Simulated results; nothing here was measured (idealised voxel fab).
A process module follows: voxel double patterning.
For reference, the cross-section in this document is cut, with width 180 nm and square cells of 5 nm.
This document writes a cross-section as a grid whose cells are square, and gives it as bands, listed from the top down; one or more rows of cells form a band.
Quick guide to a band line: top height, bottom height (nm) up front; then every material left to right with its width in nm. Only one material and it's marked "throughout"? Then it fills the band edge to edge. And "blank" just means empty space.
We count height from 0. Below that, the starting wafer is all one material. The lowest band never ends at the bottom but goes on down; see "0 and below" for how that is written.
Read "30 to 40" as a graded width: first number on top, second number at the bottom, same change between each pair of neighbouring rows.
No cell of the cross-section changed in a step that is given as "nothing altered".
Each empty space that has no open way to the top and spans at least 8 cells appears under "Cavities, closed" as width x height at distance, the distance counted from the left edge, all in nm.
Step line, after settings: the simulator's comment on this step.
overlay nm: mask offset rightward from planned place, masked step; negative means leftward offset.

Process steps (planned):
step 1: RECEIVE (material Si)
step 2: CONFORMAL_DEP (material SiO2; thk nm 10)
step 3: DIRECTIONAL_DEP (material polySi; thk nm 10)
step 4: DIRECTIONAL_DEP (material SiN; thk nm 10)
step 5: MASKED_ETCH (tone open; mask id FIRST; width nm 15; pitch nm 50; etch materials SiN; depth nm 10; overlay nm 0)
step 6: DIRECTIONAL_DEP (material aC; thk nm 15)
step 7: PATTERN (tone open; mask id SECOND; material resist; width nm 15; thk nm 35; overlay nm 0)
step 8: DIRECTIONAL_ETCH (etch materials aC; depth nm 15)
step 9: STRIP (etch materials resist)
step 10: DIRECTIONAL_ETCH (etch materials SiN; depth nm 10)
step 11: STRIP (etch materials aC)
step 12: DIRECTIONAL_ETCH (etch materials polySi; depth nm 10)
step 13: STRIP (etch materials SiN)

So this is the incoming wafer in cross-section - it's already been through step 1:
	0 and below: Si throughout
	Cavities, closed: none

One mistake in running the module, otherwise start and plan as above: cross-section at the end:
	25 down to 20: blank (55), then polySi (15), then blank (35), then polySi (15), then blank (60)
	20 down to 10: polySi throughout
	10 down to 0: SiO2 throughout
	0 and below: Si throughout
	Cavities, closed: none
What was the processing mistake? planned and actual differ for step 6; actual: DIRECTIONAL_DEP (material polySi; thk nm 15)
